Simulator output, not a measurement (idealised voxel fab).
process module | voxel self aligned contacts
Cross-section cut: width 280 nm, square cells of 5 nm.
When this document writes out a cross-section, it uses a grid of square cells and lists it as bands, beginning at the top and moving down, with a band standing for one or more rows of cells.
Band: top and bottom heights (nm) first, top before bottom; then materials from left to right, widths in nm. "full width" marks a sole material filling the band edge to edge. "blank" denotes empty space.
A quick word on heights: they are counted from 0, and under that level the wafer as it came to us is one material throughout. The lowest band is different from the rest in having no bottom; it simply continues downward, written as in "0 -> down".
Width spec "30..40" -> top row of cells at first value, bottom row at second value, equal per-row change in between.
Any step labelled "no modifications" changed none of the cells in the cross-section.
Entry "Trapped void list". Content: empty spaces with no open connection to the top, size 8 cells or greater. Each: width x height at distance. Distance: from left edge. Unit: nm.
after a step's settings: what the simulator itself notes on the step
For masked steps, "overlay nm" on the step line gives how far right of plan the mask actually lay; a minus sign means it lay to the left.

[Steps in the process plan]
1) RECEIVE with material Si
2) CONFORMAL_DEP with material SiO2, thk nm 5
3) DIRECTIONAL_DEP with material polySi, thk nm 20
4) DIRECTIONAL_DEP with material SiN, thk nm 20
5) MASKED_ETCH with tone cover, mask id GATE, width nm 25, pitch nm 55, etch materials SiN, depth nm 20, overlay nm 0
6) MASKED_ETCH with tone cover, mask id GATE, width nm 25, pitch nm 55, etch materials polySi, depth nm 20, overlay nm 0
7) CONFORMAL_DEP with material SiN, thk nm 5
8) DIRECTIONAL_ETCH with etch materials SiN, depth nm 5
9) FILL_DEP with material SiO2, thk nm 15
10) CMP with height nm 50
11) MASKED_ETCH with tone open, mask id CONTACT, width nm 40, pitch nm 55, etch materials SiO2, depth nm 50, overlay nm 0
12) CONFORMAL_DEP with material TiN, thk nm 5
13) FILL_DEP with material W, thk nm 5
14) CMP with height nm 50
15) CONFORMAL_DEP with material SiCN, thk nm 5

[The cross-section here shows the wafer as received, i.e. in its state after step 1]
  0 -> down | Si full width
  Trapped void list: none

[First of two wafers, end-of-module section, run followed plan]
  55 -> 50 | SiCN full width
  50 -> 45 | 90 of SiO2 | 15 of TiN | 10 of W | 15 of TiN | 15 of SiO2 | 15 of TiN | 10 of W | 15 of TiN | 95 of SiO2
  45 -> 25 | 65 of SiO2 | 35 of SiN | 5 of TiN | 10 of W | 5 of TiN | 35 of SiN | 5 of TiN | 10 of W | 5 of TiN | 35 of SiN | 70 of SiO2
  25 -> 5 | 65 of SiO2 | 5 of SiN | 25 of polySi | 5 of SiN | 5 of TiN | 10 of W | 5 of TiN | 5 of SiN | 25 of polySi | 5 of SiN | 5 of TiN | 10 of W | 5 of TiN | 5 of SiN | 25 of polySi | 5 of SiN | 70 of SiO2
  5 -> 0 | 100 of SiO2 | 20 of TiN | 35 of SiO2 | 20 of TiN | 105 of SiO2
  0 -> down | Si full width
  Trapped void list: none

[Second wafer of the two, sectioned at the end of the module. It began like the first and followed the same plan, but one mistake was made while running it]
  55 -> 50 | SiCN full width
  50 -> 45 | 95 of SiO2 | 10 of TiN | 10 of W | 15 of TiN | 20 of SiO2 | 10 of TiN | 10 of W | 15 of TiN | 95 of SiO2
  45 -> 25 | 65 of SiO2 | 35 of SiN | 5 of TiN | 10 of W | 5 of TiN | 35 of SiN | 5 of TiN | 10 of W | 5 of TiN | 35 of SiN | 70 of SiO2
  25 -> 5 | 65 of SiO2 | 5 of SiN | 25 of polySi | 5 of SiN | 5 of TiN | 10 of W | 5 of TiN | 5 of SiN | 25 of polySi | 5 of SiN | 5 of TiN | 10 of W | 5 of TiN | 5 of SiN | 25 of polySi | 5 of SiN | 70 of SiO2
  5 -> 0 | 100 of SiO2 | 20 of TiN | 35 of SiO2 | 20 of TiN | 105 of SiO2
  0 -> down | Si full width
  Trapped void list: none
Error vs. plan: step 11, actual vs plan mismatch, actual run MASKED_ETCH with tone open, mask id CONTACT, width nm 35, pitch nm 55, etch materials SiO2, depth nm 50, overlay nm 0
Final wafer comparison in cells, second versus first, more or fewer per material: 2 more of SiO2 | 2 fewer of TiN
